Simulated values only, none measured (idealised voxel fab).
The name of this process module is voxel self aligned vias.
Cross-section cut: width 240 nm, square cells of 5 nm.
We lay out every cross-section as a grid of square cells and spell it out in bands from the top down, where one band means one or more rows of cells. Band: top and bottom heights (nm) first, top before bottom; then materials from left to right, widths in nm. "full width" marks a sole material filling the band edge to edge. "air" denotes empty space. A quick word on heights: they are counted from 0, and under that level the wafer as it came to us is one material throughout. The lowest band is different from the rest in having no bottom; it simply continues downward, written as in "from 0 down". Graded width ("30..40"): value in top row of band = first number; value in bottom row = second number; row-to-row change constant. Key: "left unchanged" - step with no changed cell in the cross-section. Closed empty spaces (no open way to the top) of 8 cells or more are what "Closed void table" lists, each as width x height at distance from the left edge, nm for all three. That trailing text on a step's line, after the settings, is the simulator's own remark on the step. "overlay nm" denotes, for a step that has a mask, the displacement of the mask to the right of its planned place, with negative values corresponding to the left.
Here's what the planned process steps look like:
- 1: RECEIVE [material Si]
- 2: CONFORMAL_DEP [material SiO2] [thk nm 10]
- 3: CONFORMAL_DEP [material SiCN] [thk nm 5]
- 4: DIRECTIONAL_DEP [material SiO2] [thk nm 20]
- 5: PATTERN [tone open] [mask id LINES] [material resist] [width nm 15] [pitch nm 60] [thk nm 20] [overlay nm 0]
- 6: DIRECTIONAL_ETCH [etch materials SiO2] [depth nm 20]
- 7: STRIP [etch materials resist]
- 8: CONFORMAL_DEP [material TiN] [thk nm 5]
- 9: FILL_DEP [material W] [thk nm 10]
- 10: CMP [height nm 35]
- 11: SELECTIVE_ETCH [etch materials W Ru TiN] [depth nm 10]
- 12: FILL_DEP [material SiN] [thk nm 10]
- 13: CMP [height nm 35]
- 14: DIRECTIONAL_DEP [material SiO2] [thk nm 20]
- 15: DIRECTIONAL_DEP [material aC] [thk nm 15]
- 16: PATTERN [tone open] [mask id VIAS] [material resist] [width nm 35] [thk nm 35] [overlay nm 0]
- 17: DIRECTIONAL_ETCH [etch materials aC] [depth nm 15]
- 18: STRIP [etch materials resist]
- 19: DIRECTIONAL_ETCH [etch materials SiO2] [depth nm 20]
- 20: DIRECTIONAL_ETCH [etch materials SiN] [depth nm 10]
- 21: STRIP [etch materials aC]
- 22: CONFORMAL_DEP [material TiN] [thk nm 5]
- 23: FILL_DEP [material Ru] [thk nm 10]
- 24: CMP [height nm 55]
- 25: CONFORMAL_DEP [material SiN] [thk nm 5]
Variable across wafers: step 5 width nm (plan value is that of the first wafer; starting state common to all).
First of several wafers (as received, post step 1), cross-sectional view:
  from 0 down | Si full width
  Closed void table: none
Each row below is a wafer at the end of the module, listing for every material the number of cells it has gained (+) or lost (-) since it was received, followed by its closed voids:
width nm 15; +17 Ru; +48 SiCN; +54 SiN; +428 SiO2; +27 TiN; +2 W; Closed void table: none
width nm 20; +19 Ru; +48 SiCN; +56 SiN; +420 SiO2; +29 TiN; +4 W; Closed void table: none
width nm 25; +21 Ru; +48 SiCN; +58 SiN; +412 SiO2; +31 TiN; +6 W; Closed void table: none
width nm 30; +23 Ru; +48 SiCN; +60 SiN; +404 SiO2; +33 TiN; +8 W; Closed void table: none
width nm 35; +25 Ru; +48 SiCN; +62 SiN; +396 SiO2; +35 TiN; +10 W; Closed void table: none
width nm 40; +25 Ru; +48 SiCN; +66 SiN; +388 SiO2; +37 TiN; +12 W; Closed void table: none
